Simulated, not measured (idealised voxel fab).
A process module follows: voxel transistor to metal.
Square cell edge 5 nm, section width 170 nm, ID cut.
Bands, listed from the top down, are how a cross-section gets written in this document; the cross-section itself is a grid of square cells, and a band is one or more rows of them. This entry defines a band. It first specifies the height of the band's top and the height of its bottom in nm, and then specifies the band's materials from left to right, stating each material with its width in nm. The word "all across" identifies a single material that fills the band from edge to edge, while the word "blank" identifies empty space. Beneath 0, the wafer as received is one material, and that level is where height counting begins. The lowest band goes on downward without a bottom; it is written like "from 0 down". You'd read "30->40" like this: the band's top row of cells is as wide as the first number, its bottom row is as wide as the second, and going down, every row changes width by the same amount as the row before did. The designation "changes: none", where it is given for a processing step, indicates that no cell of the cross-section was altered in the course of that step. Listed in "Closed void inventory": every empty space of 8 or more cells without an open way to the top. Form: width x height at distance, the distance being from the left edge, all in nm. Post-settings text on a step line: simulator's own remark regarding the step. overlay nm: how far to the right of its planned place the mask lay on this masked step (negative: to the left). Read the rest as pairs. Take the cross-section before one process step, then the cross-section after it, which shows only down to the lowest band that changed. Under the pair, find the step between them and its settings. Bear in mind that pairs may come from different runs of this module on the same starting wafer: link a pair to the pair above it only where its entry headed "Preceding state" says to.
### Preceding state
    from 0 down  Si all across
    Closed void inventory: none
### after
    from 5 to 0  SiO2 all across
    Unchanged below 0.
    Closed void inventory: none
Process step separating the two views above: CONFORMAL_DEP | material SiO2 | thk nm 5
Preceding state: Reference is made to the cross-section shown after the step in the pair directly above, which represents the state prior to this step.
### after
    from 20 to 5  SiN all across
    Unchanged below 5.
    Closed void inventory: none
Process step separating the two views above: CONFORMAL_DEP | material SiN | thk nm 15
Preceding state: Reference is made to the cross-section shown after the step in the pair directly above, which represents the state prior to this step.
### after
    from 30 to 20  aC all across
    Unchanged below 20.
    Closed void inventory: none
Process step separating the two views above: DIRECTIONAL_DEP | material aC | thk nm 10
Preceding state: Reference is made to the cross-section shown after the step in the pair directly above, which represents the state prior to this step.
### after
    from 60 to 30  20 nm blank, 130 nm resist, 20 nm blank
    Unchanged below 30.
    Closed void inventory: none
Process step separating the two views above: PATTERN | tone cover | mask id ACTIVE | material resist | width nm 130 | thk nm 30 | overlay nm 0
Preceding state: Reference is made to the cross-section shown after the step in the pair directly above, which represents the state prior to this step.
### after
    from 50 to 30  20 nm blank, 130 nm resist, 20 nm blank
    from 30 to 20  20 nm blank, 130 nm aC, 20 nm blank
    Unchanged below 20.
    Closed void inventory: none
Process step separating the two views above: DIRECTIONAL_ETCH | etch materials aC | depth nm 10
Preceding state: Reference is made to the cross-section shown after the step in the pair directly above, which represents the state prior to this step.
### after
    from 30 to 20  20 nm blank, 130 nm aC, 20 nm blank
    Unchanged below 20.
    Closed void inventory: none
Process step separating the two views above: STRIP | etch materials resist
Preceding state: Reference is made to the cross-section shown after the step in the pair directly above, which represents the state prior to this step.
### after
    from 30 to 20  20 nm blank, 130 nm aC, 20 nm blank
    from 20 to 5  20 nm blank, 130 nm SiN, 20 nm blank
    Unchanged below 5.
    Closed void inventory: none
Process step separating the two views above: DIRECTIONAL_ETCH | etch materials SiN | depth nm 15
Preceding state: Reference is made to the cross-section shown after the step in the pair directly above, which represents the state prior to this step.
### after
    from 30 to 20  20 nm blank, 130 nm aC, 20 nm blank
    from 20 to 5  20 nm blank, 130 nm SiN, 20 nm blank
    from 5 to 0  20 nm blank, 130 nm SiO2, 20 nm blank
    Unchanged below 0.
    Closed void inventory: none
Process step separating the two views above: DIRECTIONAL_ETCH | etch materials SiO2 | depth nm 5
Preceding state: Reference is made to the cross-section shown after the step in the pair directly above, which represents the state prior to this step.
### after
    from 30 to 20  20 nm blank, 130 nm aC, 20 nm blank
    from 20 to 5  20 nm blank, 130 nm SiN, 20 nm blank
    from 5 to 0  20 nm blank, 130 nm SiO2, 20 nm blank
    from 0 to -30  20 nm blank, 130 nm Si, 20 nm blank
    Unchanged below -30.
    Closed void inventory: none
Process step separating the two views above: DIRECTIONAL_ETCH | etch materials Si | depth nm 30
Preceding state: Reference is made to the cross-section shown after the step in the pair directly above, which represents the state prior to this step.
### after
    from 20 to 5  20 nm blank, 130 nm SiN, 20 nm blank
    Unchanged below 5.
    Closed void inventory: none
Process step separating the two views above: STRIP | etch materials aC
Preceding state: Reference is made to the cross-section shown after the step in the pair directly above, which represents the state prior to this step.
### after
    from 20 to 5  20 nm blank, 130 nm SiN, 20 nm blank
    from 5 to 0  20 nm blank, 130 nm SiO2, 20 nm blank
    from 0 to -30  20 nm blank, 5 nm SiO2, 120 nm Si, 5 nm SiO2, 20 nm blank
    from -30 to -35  25 nm SiO2, 120 nm Si, 25 nm SiO2
    Unchanged below -35.
    Closed void inventory: none
Process step separating the two views above: OXIDIZE | depth nm 5
Preceding state: Reference is made to the cross-section shown after the step in the pair directly above, which represents the state prior to this step.
### after
    from 25 to 20  SiO2 all across
    from 20 to 5  20 nm SiO2, 130 nm SiN, 20 nm SiO2
    from 5 to 0  SiO2 all across
    from 0 to -35  25 nm SiO2, 120 nm Si, 25 nm SiO2
    Unchanged below -35.
    Closed void inventory: none
Process step separating the two views above: FILL_DEP | material SiO2 | thk nm 5
Preceding state: Reference is made to the cross-section shown after the step in the pair directly above, which represents the state prior to this step.
### after
    from 20 to 5  20 nm SiO2, 130 nm SiN, 20 nm SiO2
    Unchanged below 5.
    Closed void inventory: none
Process step separating the two views above: CMP | height nm 20
Preceding state: Reference is made to the cross-section shown after the step in the pair directly above, which represents the state prior to this step.
### after
    from 20 to 15  20 nm blank, 130 nm SiN, 20 nm blank
    Unchanged below 15.
    Closed void inventory: none
Process step separating the two views above: SELECTIVE_ETCH | etch materials SiO2 | depth nm 5
Preceding state: Reference is made to the cross-section shown after the step in the pair directly above, which represents the state prior to this step.
### after
    from 15 to 5  20 nm SiO2, 130 nm blank, 20 nm SiO2
    Unchanged below 5.
    Closed void inventory: none
Process step separating the two views above: STRIP | etch materials SiN
Preceding state: Reference is made to the cross-section shown after the step in the pair directly above, which represents the state prior to this step.
### after
    from 10 to 0  15 nm SiO2, 140 nm blank, 15 nm SiO2
    Unchanged below 0.
    Closed void inventory: none
Process step separating the two views above: SELECTIVE_ETCH | etch materials SiO2 | depth nm 5
Preceding state: Reference is made to the cross-section shown after the step in the pair directly above, which represents the state prior to this step.
### after
    from 10 to 0  15 nm SiO2, 140 nm blank, 15 nm SiO2
    from 0 to -5  SiO2 all across
    Unchanged below -5.
    Closed void inventory: none
Process step separating the two views above: OXIDIZE | depth nm 5
Preceding state: Reference is made to the cross-section shown after the step in the pair directly above, which represents the state prior to this step.
### after
    from 40 to 30  15 nm polySi, 140 nm blank, 15 nm polySi
    from 30 to 10  polySi all across
    from 10 to 0  15 nm SiO2, 140 nm polySi, 15 nm SiO2
    Unchanged below 0.
    Closed void inventory: none
Process step separating the two views above: DIRECTIONAL_DEP | material polySi | thk nm 30
Preceding state: Reference is made to the cross-section shown after the step in the pair directly above, which represents the state prior to this step.
### after
    from 50 to 40  15 nm SiCN, 140 nm blank, 15 nm SiCN
    from 40 to 30  15 nm polySi, 140 nm SiCN, 15 nm polySi
    Unchanged below 30.
    Closed void inventory: none
Process step separating the two views above: DIRECTIONAL_DEP | material SiCN | thk nm 10
Preceding state: Reference is made to the cross-section shown after the step in the pair directly above, which represents the state prior to this step.
### after
    from 40 to 30  15 nm polySi, 55 nm blank, 30 nm SiCN, 55 nm blank, 15 nm polySi
    Unchanged below 30.
    Closed void inventory: none
Process step separating the two views above: MASKED_ETCH | tone cover | mask id GATE | width nm 30 | etch materials SiCN | depth nm 20 | overlay nm 0
Preceding state: Reference is made to the cross-section shown after the step in the pair directly above, which represents the state prior to this step.
### after
    from 40 to 30  70 nm blank, 30 nm SiCN, 70 nm blank
    from 30 to 10  70 nm blank, 30 nm polySi, 70 nm blank
    from 10 to 0  15 nm SiO2, 55 nm blank, 30 nm polySi, 55 nm blank, 15 nm SiO2
    Unchanged below 0.
    Closed void inventory: none
Process step separating the two views above: MASKED_ETCH | tone cover | mask id GATE | width nm 30 | etch materials polySi | depth nm 40 | overlay nm 0
Preceding state: Reference is made to the cross-section shown after the step in the pair directly above, which represents the state prior to this step.
### after
    from 45 to 40  65 nm blank, 40 nm SiO2, 65 nm blank
    from 40 to 30  65 nm blank, 5 nm SiO2, 30 nm SiCN, 5 nm SiO2, 65 nm blank
    from 30 to 15  65 nm blank, 5 nm SiO2, 30 nm polySi, 5 nm SiO2, 65 nm blank
    from 15 to 5  20 nm SiO2, 45 nm blank, 5 nm SiO2, 30 nm polySi, 5 nm SiO2, 45 nm blank, 20 nm SiO2
    from 5 to 0  70 nm SiO2, 30 nm polySi, 70 nm SiO2
    Unchanged below 0.
    Closed void inventory: none
Process step separating the two views above: CONFORMAL_DEP | material SiO2 | thk nm 5
Preceding state: Reference is made to the cross-section shown after the step in the pair directly above, which represents the state prior to this step.
### after
    from 40 to 30  65 nm blank, 5 nm SiO2, 30 nm SiCN, 5 nm SiO2, 65 nm blank
    from 30 to 10  65 nm blank, 5 nm SiO2, 30 nm polySi, 5 nm SiO2, 65 nm blank
    from 10 to 0  20 nm SiO2, 45 nm blank, 5 nm SiO2, 30 nm polySi, 5 nm SiO2, 45 nm blank, 20 nm SiO2
    Unchanged below 0.
    Closed void inventory: none
Process step separating the two views above: DIRECTIONAL_ETCH | etch materials SiO2 | depth nm 5
Preceding state: Reference is made to the cross-section shown after the step in the pair directly above, which represents the state prior to this step.
### after
    from 50 to 40  55 nm blank, 60 nm SiN, 55 nm blank
    from 40 to 30  55 nm blank, 10 nm SiN, 5 nm SiO2, 30 nm SiCN, 5 nm SiO2, 10 nm SiN, 55 nm blank
    from 30 to 20  55 nm blank, 10 nm SiN, 5 nm SiO2, 30 nm polySi, 5 nm SiO2, 10 nm SiN, 55 nm blank
    from 20 to 10  30 nm SiN, 25 nm blank, 10 nm SiN, 5 nm SiO2, 30 nm polySi, 5 nm SiO2, 10 nm SiN, 25 nm blank, 30 nm SiN
    from 10 to 0  20 nm SiO2, 45 nm SiN, 5 nm SiO2, 30 nm polySi, 5 nm SiO2, 45 nm SiN, 20 nm SiO2
    Unchanged below 0.
    Closed void inventory: none
Process step separating the two views above: CONFORMAL_DEP | material SiN | thk nm 10
Preceding state: Reference is made to the cross-section shown after the step in the pair directly above, which represents the state prior to this step.
### after
    from 40 to 30  55 nm blank, 10 nm SiN, 5 nm SiO2, 30 nm SiCN, 5 nm SiO2, 10 nm SiN, 55 nm blank
    from 30 to 10  55 nm blank, 10 nm SiN, 5 nm SiO2, 30 nm polySi, 5 nm SiO2, 10 nm SiN, 55 nm blank
    from 10 to 0  20 nm SiO2, 10 nm SiN, 25 nm blank, 10 nm SiN, 5 nm SiO2, 30 nm polySi, 5 nm SiO2, 10 nm SiN, 25 nm blank, 10 nm SiN, 20 nm SiO2
    Unchanged below 0.
    Closed void inventory: none
Process step separating the two views above: DIRECTIONAL_ETCH | etch materials SiN | depth nm 10
Preceding state: Reference is made to the cross-section shown after the step in the pair directly above, which represents the state prior to this step.
### after
    from 40 to 35  55 nm blank, 10 nm SiN, 5 nm blank, 30 nm SiCN, 5 nm blank, 10 nm SiN, 55 nm blank
    from 35 to 30  55 nm blank, 10 nm SiN, 5 nm SiO2, 30 nm SiCN, 5 nm SiO2, 10 nm SiN, 55 nm blank
    from 30 to 10  55 nm blank, 10 nm SiN, 5 nm SiO2, 30 nm polySi, 5 nm SiO2, 10 nm SiN, 55 nm blank
    from 10 to 5  20 nm blank, 10 nm SiN, 25 nm blank, 10 nm SiN, 5 nm SiO2, 30 nm polySi, 5 nm SiO2, 10 nm SiN, 25 nm blank, 10 nm SiN, 20 nm blank
    from 5 to 0  20 nm SiO2, 10 nm SiN, 25 nm blank, 10 nm SiN, 5 nm SiO2, 30 nm polySi, 5 nm SiO2, 10 nm SiN, 25 nm blank, 10 nm SiN, 20 nm SiO2
    from 0 to -5  30 nm SiO2, 25 nm blank, 60 nm SiO2, 25 nm blank, 30 nm SiO2
    Unchanged below -5.
    Closed void inventory: none
Process step separating the two views above: DIRECTIONAL_ETCH | etch materials SiO2 | depth nm 5
Preceding state: Reference is made to the cross-section shown after the step in the pair directly above, which represents the state prior to this step.
### after
    from 40 to 35  55 nm blank, 10 nm SiN, 5 nm blank, 30 nm SiCN, 5 nm blank, 10 nm SiN, 55 nm blank
    from 35 to 30  55 nm blank, 10 nm SiN, 5 nm SiO2, 30 nm SiCN, 5 nm SiO2, 10 nm SiN, 55 nm blank
    from 30 to 10  55 nm blank, 10 nm SiN, 5 nm SiO2, 30 nm polySi, 5 nm SiO2, 10 nm SiN, 55 nm blank
    from 10 to 5  20 nm blank, 10 nm SiN, 25 nm blank, 10 nm SiN, 5 nm SiO2, 30 nm polySi, 5 nm SiO2, 10 nm SiN, 25 nm blank, 10 nm SiN, 20 nm blank
    from 5 to 0  20 nm SiO2, 10 nm SiN, 25 nm blank, 10 nm SiN, 5 nm SiO2, 30 nm polySi, 5 nm SiO2, 10 nm SiN, 25 nm blank, 10 nm SiN, 20 nm SiO2
    from 0 to -5  30 nm SiO2, 25 nm pSi, 60 nm SiO2, 25 nm pSi, 30 nm SiO2
    Unchanged below -5.
    Closed void inventory: none
Process step separating the two views above: EPI | material pSi | thk nm 5
Preceding state: Reference is made to the cross-section shown after the step in the pair directly above, which represents the state prior to this step.
### after
    from 50 to 40  SiO2 all across
    from 40 to 30  55 nm SiO2, 10 nm SiN, 5 nm SiO2, 30 nm SiCN, 5 nm SiO2, 10 nm SiN, 55 nm SiO2
    from 30 to 10  55 nm SiO2, 10 nm SiN, 5 nm SiO2, 30 nm polySi, 5 nm SiO2, 10 nm SiN, 55 nm SiO2
    from 10 to 0  20 nm SiO2, 10 nm SiN, 25 nm SiO2, 10 nm SiN, 5 nm SiO2, 30 nm polySi, 5 nm SiO2, 10 nm SiN, 25 nm SiO2, 10 nm SiN, 20 nm SiO2
    Unchanged below 0.
    Closed void inventory: none
Process step separating the two views above: FILL_DEP | material SiO2 | thk nm 10
Preceding state: Reference is made to the cross-section shown after the step in the pair directly above, which represents the state prior to this step.
### after
    from 30 to 10  55 nm SiO2, 10 nm SiN, 5 nm SiO2, 30 nm polySi, 5 nm SiO2, 10 nm SiN, 55 nm SiO2
    Unchanged below 10.
    Closed void inventory: none
Process step separating the two views above: CMP | height nm 30
Preceding state: Reference is made to the cross-section shown after the step in the pair directly above, which represents the state prior to this step.
### after
    from 30 to 10  55 nm SiO2, 10 nm SiN, 5 nm SiO2, 30 nm blank, 5 nm SiO2, 10 nm SiN, 55 nm SiO2
    from 10 to 0  20 nm SiO2, 10 nm SiN, 25 nm SiO2, 10 nm SiN, 5 nm SiO2, 30 nm blank, 5 nm SiO2, 10 nm SiN, 25 nm SiO2, 10 nm SiN, 20 nm SiO2
    Unchanged below 0.
    Closed void inventory: none
Process step separating the two views above: STRIP | etch materials polySi
Preceding state: Reference is made to the cross-section shown after the step in the pair directly above, which represents the state prior to this step.
### after
    from 30 to 25  55 nm blank, 10 nm SiN, 40 nm blank, 10 nm SiN, 55 nm blank
    from 25 to 10  55 nm SiO2, 10 nm SiN, 40 nm blank, 10 nm SiN, 55 nm SiO2
    from 10 to 0  20 nm SiO2, 10 nm SiN, 25 nm SiO2, 10 nm SiN, 40 nm blank, 10 nm SiN, 25 nm SiO2, 10 nm SiN, 20 nm SiO2
    from 0 to -5  30 nm SiO2, 25 nm pSi, 10 nm SiO2, 40 nm blank, 10 nm SiO2, 25 nm pSi, 30 nm SiO2
    Unchanged below -5.
    Closed void inventory: none
Process step separating the two views above: SELECTIVE_ETCH | etch materials SiO2 | depth nm 5
Preceding state: Reference is made to the cross-section shown after the step in the pair directly above, which represents the state prior to this step.
### after
    from 35 to 30  50 nm blank, 20 nm HfO2, 30 nm blank, 20 nm HfO2, 50 nm blank
    from 30 to 25  55 nm HfO2, 10 nm SiN, 5 nm HfO2, 30 nm blank, 5 nm HfO2, 10 nm SiN, 55 nm HfO2
    from 25 to 10  55 nm SiO2, 10 nm SiN, 5 nm HfO2, 30 nm blank, 5 nm HfO2, 10 nm SiN, 55 nm SiO2
    from 10 to 0  20 nm SiO2, 10 nm SiN, 25 nm SiO2, 10 nm SiN, 5 nm HfO2, 30 nm blank, 5 nm HfO2, 10 nm SiN, 25 nm SiO2, 10 nm SiN, 20 nm SiO2
    from 0 to -5  30 nm SiO2, 25 nm pSi, 10 nm SiO2, 40 nm HfO2, 10 nm SiO2, 25 nm pSi, 30 nm SiO2
    Unchanged below -5.
    Closed void inventory: none
Process step separating the two views above: CONFORMAL_DEP | material HfO2 | thk nm 5
Preceding state: Reference is made to the cross-section shown after the step in the pair directly above, which represents the state prior to this step.
### after
    from 40 to 35  45 nm blank, 30 nm TiN, 20 nm blank, 30 nm TiN, 45 nm blank
    from 35 to 30  50 nm TiN, 20 nm HfO2, 5 nm TiN, 20 nm blank, 5 nm TiN, 20 nm HfO2, 50 nm TiN
    from 30 to 25  55 nm HfO2, 10 nm SiN, 5 nm HfO2, 5 nm TiN, 20 nm blank, 5 nm TiN, 5 nm HfO2, 10 nm SiN, 55 nm HfO2
    from 25 to 10  55 nm SiO2, 10 nm SiN, 5 nm HfO2, 5 nm TiN, 20 nm blank, 5 nm TiN, 5 nm HfO2, 10 nm SiN, 55 nm SiO2
    from 10 to 5  20 nm SiO2, 10 nm SiN, 25 nm SiO2, 10 nm SiN, 5 nm HfO2, 5 nm TiN, 20 nm blank, 5 nm TiN, 5 nm HfO2, 10 nm SiN, 25 nm SiO2, 10 nm SiN, 20 nm SiO2
    from 5 to 0  20 nm SiO2, 10 nm SiN, 25 nm SiO2, 10 nm SiN, 5 nm HfO2, 30 nm TiN, 5 nm HfO2, 10 nm SiN, 25 nm SiO2, 10 nm SiN, 20 nm SiO2
    Unchanged below 0.
    Closed void inventory: none
Process step separating the two views above: CONFORMAL_DEP | material TiN | thk nm 5
Preceding state: Reference is made to the cross-section shown after the step in the pair directly above, which represents the state prior to this step.
### after
    from 50 to 40  W all across
    from 40 to 35  45 nm W, 30 nm TiN, 20 nm W, 30 nm TiN, 45 nm W
    from 35 to 30  50 nm TiN, 20 nm HfO2, 5 nm TiN, 20 nm W, 5 nm TiN, 20 nm HfO2, 50 nm TiN
    from 30 to 25  55 nm HfO2, 10 nm SiN, 5 nm HfO2, 5 nm TiN, 20 nm W, 5 nm TiN, 5 nm HfO2, 10 nm SiN, 55 nm HfO2
    from 25 to 10  55 nm SiO2, 10 nm SiN, 5 nm HfO2, 5 nm TiN, 20 nm W, 5 nm TiN, 5 nm HfO2, 10 nm SiN, 55 nm SiO2
    from 10 to 5  20 nm SiO2, 10 nm SiN, 25 nm SiO2, 10 nm SiN, 5 nm HfO2, 5 nm TiN, 20 nm W, 5 nm TiN, 5 nm HfO2, 10 nm SiN, 25 nm SiO2, 10 nm SiN, 20 nm SiO2
    Unchanged below 5.
    Closed void inventory: none
Process step separating the two views above: FILL_DEP | material W | thk nm 10
Preceding state: Reference is made to the cross-section shown after the step in the pair directly above, which represents the state prior to this step.
### after
    from 25 to 10  55 nm SiO2, 10 nm SiN, 5 nm HfO2, 5 nm TiN, 20 nm W, 5 nm TiN, 5 nm HfO2, 10 nm SiN, 55 nm SiO2
    Unchanged below 10.
    Closed void inventory: none
Process step separating the two views above: CMP | height nm 25
Preceding state: Reference is made to the cross-section shown after the step in the pair directly above, which represents the state prior to this step.
### after
    from 40 to 25  SiO2 all across
    Unchanged below 25.
    Closed void inventory: none
Process step separating the two views above: DIRECTIONAL_DEP | material SiO2 | thk nm 15
Preceding state: Reference is made to the cross-section shown after the step in the pair directly above, which represents the state prior to this step.
### after
    from 40 to 25  30 nm SiO2, 20 nm blank, 70 nm SiO2, 20 nm blank, 30 nm SiO2
    from 25 to 10  30 nm SiO2, 20 nm blank, 5 nm SiO2, 10 nm SiN, 5 nm HfO2, 5 nm TiN, 20 nm W, 5 nm TiN, 5 nm HfO2, 10 nm SiN, 5 nm SiO2, 20 nm blank, 30 nm SiO2
    from 10 to 5  20 nm SiO2, 10 nm SiN, 20 nm blank, 5 nm SiO2, 10 nm SiN, 5 nm HfO2, 5 nm TiN, 20 nm W, 5 nm TiN, 5 nm HfO2, 10 nm SiN, 5 nm SiO2, 20 nm blank, 10 nm SiN, 20 nm SiO2
    from 5 to 0  20 nm SiO2, 10 nm SiN, 20 nm blank, 5 nm SiO2, 10 nm SiN, 5 nm HfO2, 30 nm TiN, 5 nm HfO2, 10 nm SiN, 5 nm SiO2, 20 nm blank, 10 nm SiN, 20 nm SiO2
    Unchanged below 0.
    Closed void inventory: none
Process step separating the two views above: MASKED_ETCH | tone open | mask id CONTACT | width nm 20 | pitch nm 90 | etch materials SiO2 | depth nm 40 | overlay nm 0
Preceding state: Reference is made to the cross-section shown after the step in the pair directly above, which represents the state prior to this step.
### after
    from 45 to 40  35 nm TiN, 10 nm blank, 80 nm TiN, 10 nm blank, 35 nm TiN
    from 40 to 25  30 nm SiO2, 5 nm TiN, 10 nm blank, 5 nm TiN, 70 nm SiO2, 5 nm TiN, 10 nm blank, 5 nm TiN, 30 nm SiO2
    from 25 to 10  30 nm SiO2, 5 nm TiN, 10 nm blank, 5 nm TiN, 5 nm SiO2, 10 nm SiN, 5 nm HfO2, 5 nm TiN, 20 nm W, 5 nm TiN, 5 nm HfO2, 10 nm SiN, 5 nm SiO2, 5 nm TiN, 10 nm blank, 5 nm TiN, 30 nm SiO2
    from 10 to 5  20 nm SiO2, 10 nm SiN, 5 nm TiN, 10 nm blank, 5 nm TiN, 5 nm SiO2, 10 nm SiN, 5 nm HfO2, 5 nm TiN, 20 nm W, 5 nm TiN, 5 nm HfO2, 10 nm SiN, 5 nm SiO2, 5 nm TiN, 10 nm blank, 5 nm TiN, 10 nm SiN, 20 nm SiO2
    from 5 to 0  20 nm SiO2, 10 nm SiN, 20 nm TiN, 5 nm SiO2, 10 nm SiN, 5 nm HfO2, 30 nm TiN, 5 nm HfO2, 10 nm SiN, 5 nm SiO2, 20 nm TiN, 10 nm SiN, 20 nm SiO2
    Unchanged below 0.
    Closed void inventory: none
Process step separating the two views above: CONFORMAL_DEP | material TiN | thk nm 5
Preceding state: Reference is made to the cross-section shown after the step in the pair directly above, which represents the state prior to this step.
### after
    from 50 to 45  Ru all across
    from 45 to 40  35 nm TiN, 10 nm Ru, 80 nm TiN, 10 nm Ru, 35 nm TiN
    from 40 to 25  30 nm SiO2, 5 nm TiN, 10 nm Ru, 5 nm TiN, 70 nm SiO2, 5 nm TiN, 10 nm Ru, 5 nm TiN, 30 nm SiO2
    from 25 to 10  30 nm SiO2, 5 nm TiN, 10 nm Ru, 5 nm TiN, 5 nm SiO2, 10 nm SiN, 5 nm HfO2, 5 nm TiN, 20 nm W, 5 nm TiN, 5 nm HfO2, 10 nm SiN, 5 nm SiO2, 5 nm TiN, 10 nm Ru, 5 nm TiN, 30 nm SiO2
    from 10 to 5  20 nm SiO2, 10 nm SiN, 5 nm TiN, 10 nm Ru, 5 nm TiN, 5 nm SiO2, 10 nm SiN, 5 nm HfO2, 5 nm TiN, 20 nm W, 5 nm TiN, 5 nm HfO2, 10 nm SiN, 5 nm SiO2, 5 nm TiN, 10 nm Ru, 5 nm TiN, 10 nm SiN, 20 nm SiO2
    Unchanged below 5.
    Closed void inventory: none
Process step separating the two views above: FILL_DEP | material Ru | thk nm 5
Preceding state: Reference is made to the cross-section shown after the step in the pair directly above, which represents the state prior to this step.
### after
    from 40 to 25  30 nm SiO2, 5 nm TiN, 10 nm Ru, 5 nm TiN, 70 nm SiO2, 5 nm TiN, 10 nm Ru, 5 nm TiN, 30 nm SiO2
    Unchanged below 25.
    Closed void inventory: none
Process step separating the two views above: CMP | height nm 40
Preceding state: Reference is made to the cross-section shown after the step in the pair directly above, which represents the state prior to this step.
### after
    from 45 to 40  SiN all across
    Unchanged below 40.
    Closed void inventory: none
Process step separating the two views above: CONFORMAL_DEP | material SiN | thk nm 5
Preceding state: Reference is made to the cross-section shown after the step in the pair directly above, which represents the state prior to this step.
### after
    from 60 to 45  lowk all across
    Unchanged below 45.
    Closed void inventory: none
Process step separating the two views above: DIRECTIONAL_DEP | material lowk | thk nm 15
Preceding state: Reference is made to the cross-section shown after the step in the pair directly above, which represents the state prior to this step.
### after
    from 80 to 60  30 nm resist, 20 nm blank, 70 nm resist, 20 nm blank, 30 nm resist
    Unchanged below 60.
    Closed void inventory: none
Process step separating the two views above: PATTERN | tone open | mask id METAL_1 | material resist | width nm 20 | pitch nm 90 | thk nm 20 | overlay nm 0
Preceding state: Reference is made to the cross-section shown after the step in the pair directly above, which represents the state prior to this step.
### after
    from 80 to 60  30 nm resist, 20 nm blank, 70 nm resist, 20 nm blank, 30 nm resist
    from 60 to 45  30 nm lowk, 20 nm blank, 70 nm lowk, 20 nm blank, 30 nm lowk
    Unchanged below 45.
    Closed void inventory: none
Process step separating the two views above: DIRECTIONAL_ETCH | etch materials lowk | depth nm 15
Preceding state: Reference is made to the cross-section shown after the step in the pair directly above, which represents the state prior to this step.
### after
    from 80 to 60  30 nm resist, 20 nm blank, 70 nm resist, 20 nm blank, 30 nm resist
    from 60 to 45  30 nm lowk, 20 nm blank, 70 nm lowk, 20 nm blank, 30 nm lowk
    from 45 to 40  30 nm SiN, 20 nm blank, 70 nm SiN, 20 nm blank, 30 nm SiN
    Unchanged below 40.
    Closed void inventory: none
Process step separating the two views above: DIRECTIONAL_ETCH | etch materials SiN | depth nm 5
Preceding state: Reference is made to the cross-section shown after the step in the pair directly above, which represents the state prior to this step.
### after
    from 60 to 45  30 nm lowk, 20 nm blank, 70 nm lowk, 20 nm blank, 30 nm lowk
    Unchanged below 45.
    Closed void inventory: none
Process step separating the two views above: STRIP | etch materials resist
Preceding state: Reference is made to the cross-section shown after the step in the pair directly above, which represents the state prior to this step.
### after
    from 65 to 60  35 nm TiN, 10 nm blank, 80 nm TiN, 10 nm blank, 35 nm TiN
    from 60 to 45  30 nm lowk, 5 nm TiN, 10 nm blank, 5 nm TiN, 70 nm lowk, 5 nm TiN, 10 nm blank, 5 nm TiN, 30 nm lowk
    from 45 to 40  30 nm SiN, 20 nm TiN, 70 nm SiN, 20 nm TiN, 30 nm SiN
    Unchanged below 40.
    Closed void inventory: none
Process step separating the two views above: CONFORMAL_DEP | material TiN | thk nm 5
Preceding state: Reference is made to the cross-section shown after the step in the pair directly above, which represents the state prior to this step.
### after
    from 70 to 65  Cu all across
    from 65 to 60  35 nm TiN, 10 nm Cu, 80 nm TiN, 10 nm Cu, 35 nm TiN
    from 60 to 45  30 nm lowk, 5 nm TiN, 10 nm Cu, 5 nm TiN, 70 nm lowk, 5 nm TiN, 10 nm Cu, 5 nm TiN, 30 nm lowk
    Unchanged below 45.
    Closed void inventory: none
Process step separating the two views above: FILL_DEP | material Cu | thk nm 5
Preceding state: Reference is made to the cross-section shown after the step in the pair directly above, which represents the state prior to this step.
### after
    from 60 to 45  30 nm lowk, 5 nm TiN, 10 nm Cu, 5 nm TiN, 70 nm lowk, 5 nm TiN, 10 nm Cu, 5 nm TiN, 30 nm lowk
    Unchanged below 45.
    Closed void inventory: none
Process step separating the two views above: CMP | height nm 60
Preceding state: Reference is made to the cross-section shown after the step in the pair directly above, which represents the state prior to this step.
### after
    from 65 to 60  SiCN all across
    Unchanged below 60.
    Closed void inventory: none
Process step separating the two views above: CONFORMAL_DEP | material SiCN | thk nm 5
Preceding state: Reference is made to the cross-section shown after the step in the pair directly above, which represents the state prior to this step.
### after
    from 95 to 65  SiO2 all across
    Unchanged below 65.
    Closed void inventory: none
Process step separating the two views above: DIRECTIONAL_DEP | material SiO2 | thk nm 30
Preceding state: Reference is made to the cross-section shown after the step in the pair directly above, which represents the state prior to this step.
### after
    from 115 to 95  30 nm resist, 20 nm blank, 70 nm resist, 20 nm blank, 30 nm resist
    Unchanged below 95.
    Closed void inventory: none
Process step separating the two views above: PATTERN | tone open | mask id METAL_2 | material resist | width nm 20 | pitch nm 90 | thk nm 20 | overlay nm 0
Preceding state: Reference is made to the cross-section shown after the step in the pair directly above, which represents the state prior to this step.
### after
    from 115 to 95  30 nm resist, 20 nm blank, 70 nm resist, 20 nm blank, 30 nm resist
    from 95 to 75  30 nm SiO2, 20 nm blank, 70 nm SiO2, 20 nm blank, 30 nm SiO2
    Unchanged below 75.
    Closed void inventory: none
Process step separating the two views above: DIRECTIONAL_ETCH | etch materials SiO2 | depth nm 20
Preceding state: Reference is made to the cross-section shown after the step in the pair directly above, which represents the state prior to this step.
### after
    from 95 to 75  30 nm SiO2, 20 nm blank, 70 nm SiO2, 20 nm blank, 30 nm SiO2
    Unchanged below 75.
    Closed void inventory: none
Process step separating the two views above: STRIP | etch materials resist
Preceding state: Reference is made to the cross-section shown after the step in the pair directly above, which represents the state prior to this step.
### after
    from 105 to 95  30 nm aC, 20 nm blank, 70 nm aC, 20 nm blank, 30 nm aC
    from 95 to 85  30 nm SiO2, 20 nm blank, 70 nm SiO2, 20 nm blank, 30 nm SiO2
    from 85 to 75  30 nm SiO2, 20 nm aC, 70 nm SiO2, 20 nm aC, 30 nm SiO2
    Unchanged below 75.
    Closed void inventory: none
Process step separating the two views above: DIRECTIONAL_DEP | material aC | thk nm 10
Preceding state: Reference is made to the cross-section shown after the step in the pair directly above, which represents the state prior to this step.
### after
    from 135 to 105  30 nm resist, 15 nm blank, 75 nm resist, 15 nm blank, 35 nm resist
    from 105 to 95  30 nm aC, 15 nm blank, 5 nm resist, 70 nm aC, 15 nm blank, 5 nm resist, 30 nm aC
    from 95 to 85  30 nm SiO2, 15 nm blank, 5 nm resist, 70 nm SiO2, 15 nm blank, 5 nm resist, 30 nm SiO2
    Unchanged below 85.
    Closed void inventory: none
Process step separating the two views above: PATTERN | tone open | mask id METAL_2_HOLES | material resist | width nm 15 | pitch nm 90 | thk nm 30 | overlay nm 0
